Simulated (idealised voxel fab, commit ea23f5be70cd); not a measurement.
The name of this process module is voxel wiring stack.
Pictured: cross-section cut, 280 nm wide, on a grid of 5 nm square cells.
Each cross-section below is a grid of square cells, stated as bands in top-down order, with one or more rows of cells making up each band.
It is stipulated that each band's entry specify, in nanometres, the height of the top of the band and then that of its bottom, followed by the materials of the band in left-to-right sequence, each together with its width in nanometres. A single material marked by the word "throughout" is understood to fill the band from edge to edge; the word "air" is understood to denote empty space.
Where do heights start? At 0: under that level the wafer as delivered is made of one material only. And the lowest band has no floor; it just carries on downward, as in "0 and below".
Think of "30->40" as a width that walks from the first number to the second as you go down the band, top row to bottom row, taking equal-sized steps from row to row.
"remained unchanged" -> step changed no cross-section cell.
Fully sealed voids: empty space of 8 cells or more with no open way to the top, each as width x height at its distance from the left edge, in nm
Past the settings on a step's line: simulator remark, on that step.
overlay nm: mask right of planned place by this much (step with mask). Neg. = left.

PLAN
step 1: RECEIVE: material Si
step 2: CONFORMAL_DEP: material SiO2, thk nm 10
step 3: CONFORMAL_DEP: material SiN, thk nm 5
step 4: DIRECTIONAL_DEP: material lowk, thk nm 20
step 5: MASKED_ETCH: tone open, mask id METAL_1, width nm 20, pitch nm 50, etch materials lowk, depth nm 20, overlay nm 0
step 6: MASKED_ETCH: tone open, mask id METAL_1, width nm 20, pitch nm 50, etch materials SiN, depth nm 5, overlay nm 0
step 7: CONFORMAL_DEP: material TiN, thk nm 5
step 8: FILL_DEP: material W, thk nm 10
step 9: CMP: height nm 35
step 10: CONFORMAL_DEP: material SiCN, thk nm 5
step 11: DIRECTIONAL_DEP: material SiO2, thk nm 10
step 12: DIRECTIONAL_DEP: material aC, thk nm 15
step 13: PATTERN: tone open, mask id PLUG_1, material resist, width nm 15, pitch nm 50, thk nm 35, overlay nm 0
step 14: DIRECTIONAL_ETCH: etch materials aC, depth nm 15
step 15: STRIP: etch materials resist
step 16: DIRECTIONAL_ETCH: etch materials SiO2, depth nm 10
step 17: DIRECTIONAL_ETCH: etch materials SiCN, depth nm 5
step 18: STRIP: etch materials aC
step 19: EPI: material Ru, thk nm 10
step 20: EPI: material Ru, thk nm 5
step 21: DIRECTIONAL_DEP: material TiN, thk nm 5
step 22: DIRECTIONAL_DEP: material Ru, thk nm 25
step 23: DIRECTIONAL_DEP: material aC, thk nm 10
step 24: PATTERN: tone cover, mask id METAL_2, material resist, width nm 15, pitch nm 50, thk nm 25, overlay nm 0
step 25: DIRECTIONAL_ETCH: etch materials aC, depth nm 10
step 26: STRIP: etch materials resist
step 27: DIRECTIONAL_ETCH: etch materials Ru, depth nm 25
step 28: DIRECTIONAL_ETCH: etch materials TiN, depth nm 5
step 29: STRIP: etch materials aC
step 30: FILL_DEP: material lowk, thk nm 10
step 31: CMP: height nm 80
step 32: CONFORMAL_DEP: material SiN, thk nm 5
Across this set of wafers, the varied parameter is the width nm of step 24. Starting conditions are identical for every wafer, and the plan reports the value assigned to the first wafer.

CROSS-SECTIONAL VIEW OF THE FIRST OF SEVERAL WAFERS IN THE AS-RECEIVED CONDITION, CORRESPONDING TO THE STATE FOLLOWING STEP 1
	0 and below: Si throughout
	Fully sealed voids: none

FIRST OF SEVERAL WAFERS, SECTIONED AT END OF MODULE (LAST STEP: STEP 32)
	85 down to 80: SiN throughout
	80 down to 55: lowk: 60 | Ru: 15 | lowk: 35 | Ru: 15 | lowk: 35 | Ru: 15 | lowk: 35 | Ru: 15 | lowk: 55
	55 down to 50: lowk: 60 | TiN: 15 | lowk: 35 | TiN: 15 | lowk: 35 | TiN: 15 | lowk: 35 | TiN: 15 | lowk: 55
	50 down to 40: SiO2: 55 | Ru: 15 | SiO2: 35 | Ru: 15 | SiO2: 35 | Ru: 15 | SiO2: 35 | Ru: 15 | SiO2: 60
	40 down to 35: SiCN: 55 | Ru: 15 | SiCN: 35 | Ru: 15 | SiCN: 35 | Ru: 15 | SiCN: 35 | Ru: 15 | SiCN: 60
	35 down to 15: lowk: 55 | TiN: 5 | W: 10 | TiN: 5 | lowk: 30 | TiN: 5 | W: 10 | TiN: 5 | lowk: 30 | TiN: 5 | W: 10 | TiN: 5 | lowk: 30 | TiN: 5 | W: 10 | TiN: 5 | lowk: 55
	15 down to 10: SiN: 55 | TiN: 20 | SiN: 30 | TiN: 20 | SiN: 30 | TiN: 20 | SiN: 30 | TiN: 20 | SiN: 55
	10 down to 0: SiO2 throughout
	0 and below: Si throughout
	Fully sealed voids: none

THE MODULE'S END: A CROSS-SECTION OF THE LAST WAFER
	85 down to 80: SiN throughout
	80 down to 55: lowk: 50 | Ru: 35 | lowk: 15 | Ru: 35 | lowk: 15 | Ru: 35 | lowk: 15 | Ru: 35 | lowk: 45
	55 down to 50: lowk: 50 | TiN: 35 | lowk: 15 | TiN: 35 | lowk: 15 | TiN: 35 | lowk: 15 | TiN: 35 | lowk: 45
	50 down to 40: SiO2: 55 | Ru: 15 | SiO2: 35 | Ru: 15 | SiO2: 35 | Ru: 15 | SiO2: 35 | Ru: 15 | SiO2: 60
	40 down to 35: SiCN: 55 | Ru: 15 | SiCN: 35 | Ru: 15 | SiCN: 35 | Ru: 15 | SiCN: 35 | Ru: 15 | SiCN: 60
	35 down to 15: lowk: 55 | TiN: 5 | W: 10 | TiN: 5 | lowk: 30 | TiN: 5 | W: 10 | TiN: 5 | lowk: 30 | TiN: 5 | W: 10 | TiN: 5 | lowk: 30 | TiN: 5 | W: 10 | TiN: 5 | lowk: 55
	15 down to 10: SiN: 55 | TiN: 20 | SiN: 30 | TiN: 20 | SiN: 30 | TiN: 20 | SiN: 30 | TiN: 20 | SiN: 55
	10 down to 0: SiO2 throughout
	0 and below: Si throughout
	Fully sealed voids: none

HERE IS HOW TO READ THE ROWS: EVERY WAFER HAS A ROW, AND IT SHOWS THE WAFER AT THE END OF THE MODULE, GIVING FOR EACH MATERIAL HOW MANY CELLS WERE GAINED (+) OR LOST (-) SINCE THE WAFER WAS RECEIVED, THEN LISTING ITS CLOSED VOIDS
width nm 15; +96 Ru; +44 SiCN; +96 SiN; +200 SiO2; +60 TiN; +32 W; +424 lowk; Fully sealed voids: none
width nm 20; +116 Ru; +44 SiCN; +96 SiN; +200 SiO2; +64 TiN; +32 W; +400 lowk; Fully sealed voids: none
width nm 25; +136 Ru; +44 SiCN; +96 SiN; +200 SiO2; +68 TiN; +32 W; +376 lowk; Fully sealed voids: none
width nm 30; +156 Ru; +44 SiCN; +96 SiN; +200 SiO2; +72 TiN; +32 W; +352 lowk; Fully sealed voids: none
width nm 35; +176 Ru; +44 SiCN; +96 SiN; +200 SiO2; +76 TiN; +32 W; +328 lowk; Fully sealed voids: none
